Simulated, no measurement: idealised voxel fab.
process module | voxel fin reveal
cross-section cut | 170 nm wide | cells 5 nm
A cross-section is a grid of square cells, given in bands from the top down. A band is one or more rows of cells.
Each band's line starts with the height of the band's top and of its bottom, in nm. Then come its materials from left to right, each with its width in nm. One material with "throughout" fills the band from edge to edge. "air" is empty space.
Height 0 is the level under which the wafer as received is all one material. The lowest band goes on downwards, as in "0 down".
A width such as "30 to 40" changes by the same amount from each row of cells to the next, from the band's top row to its bottom row.
"no change" after a step means that no cell of the cross-section changed.
closed voids: empty space of 8 cells or more with no open way to the top, each as width x height at its distance from the left edge, in nm
after a step's settings: what the simulator itself notes on the step
overlay nm, on a step with a mask: how far to the right of its planned place the mask lay; to the left if negative
plan
1 op RECEIVE | material Si
2 op CONFORMAL_DEP | material SiN | thk nm 5
3 op MASKED_ETCH | tone cover | mask id FINS | width nm 15 | pitch nm 35 | etch materials SiN | depth nm 5 | overlay nm 0
4 op MASKED_ETCH | tone cover | mask id FINS | width nm 15 | pitch nm 35 | etch materials Si | depth nm 35 | overlay nm 0
5 op FILL_DEP | material SiO2 | thk nm 10
6 op CMP | height nm 5
7 op SELECTIVE_ETCH | etch materials SiO2 | depth nm 30
8 op STRIP | etch materials SiN
9 op CONFORMAL_DEP | material SiO2 | thk nm 5
first wafer, as planned
as received, after step 1
  0 down: Si throughout
  closed voids: none
after step 2
  5 to 0: SiN throughout
  below 0: unchanged
after step 3
  5 to 0: air 40 | SiN 15 | air 20 | SiN 15 | air 20 | SiN 15 | air 45
  below 0: unchanged
after step 4
  5 to 0: air 40 | SiN 15 | air 20 | SiN 15 | air 20 | SiN 15 | air 45
  0 to -35: air 40 | Si 15 | air 20 | Si 15 | air 20 | Si 15 | air 45
  below -35: unchanged
after step 5
  15 to 5: SiO2 throughout
  5 to 0: SiO2 40 | SiN 15 | SiO2 20 | SiN 15 | SiO2 20 | SiN 15 | SiO2 45
  0 to -35: SiO2 40 | Si 15 | SiO2 20 | Si 15 | SiO2 20 | Si 15 | SiO2 45
  below -35: unchanged
after step 6
  5 to 0: SiO2 40 | SiN 15 | SiO2 20 | SiN 15 | SiO2 20 | SiN 15 | SiO2 45
  below 0: unchanged
after step 7
  5 to 0: air 40 | SiN 15 | air 20 | SiN 15 | air 20 | SiN 15 | air 45
  0 to -25: air 40 | Si 15 | air 20 | Si 15 | air 20 | Si 15 | air 45
  below -25: unchanged
after step 8
  0 to -25: air 40 | Si 15 | air 20 | Si 15 | air 20 | Si 15 | air 45
  below -25: unchanged
after step 9
  5 to 0: air 35 | SiO2 25 | air 10 | SiO2 25 | air 10 | SiO2 25 | air 40
  0 to -20: air 35 | SiO2 5 | Si 15 | SiO2 5 | air 10 | SiO2 5 | Si 15 | SiO2 5 | air 10 | SiO2 5 | Si 15 | SiO2 5 | air 40
  -20 to -35: SiO2 40 | Si 15 | SiO2 20 | Si 15 | SiO2 20 | Si 15 | SiO2 45
  below -35: unchanged
second wafer: like start, like plan, one mistake. Through step 7 it matches the first wafer
when step 8 should have ended
  5 to 0: air 40 | SiN 15 | air 20 | SiN 15 | air 20 | SiN 15 | air 45
  0 to -35: air 40 | Si 15 | air 20 | Si 15 | air 20 | Si 15 | air 45
  below -35: unchanged
when step 9 should have ended
  10 to 5: air 35 | SiO2 25 | air 10 | SiO2 25 | air 10 | SiO2 25 | air 40
  5 to 0: air 35 | SiO2 5 | SiN 15 | SiO2 5 | air 10 | SiO2 5 | SiN 15 | SiO2 5 | air 10 | SiO2 5 | SiN 15 | SiO2 5 | air 40
  0 to -30: air 35 | SiO2 5 | Si 15 | SiO2 5 | air 10 | SiO2 5 | Si 15 | SiO2 5 | air 10 | SiO2 5 | Si 15 | SiO2 5 | air 40
  -30 to -35: SiO2 40 | Si 15 | SiO2 20 | Si 15 | SiO2 20 | Si 15 | SiO2 45
  below -35: unchanged
what went wrong: step 8 ran as: op STRIP | etch materials SiO2
at the end the second wafer has, in cells: 9 more of SiN | 32 fewer of SiO2
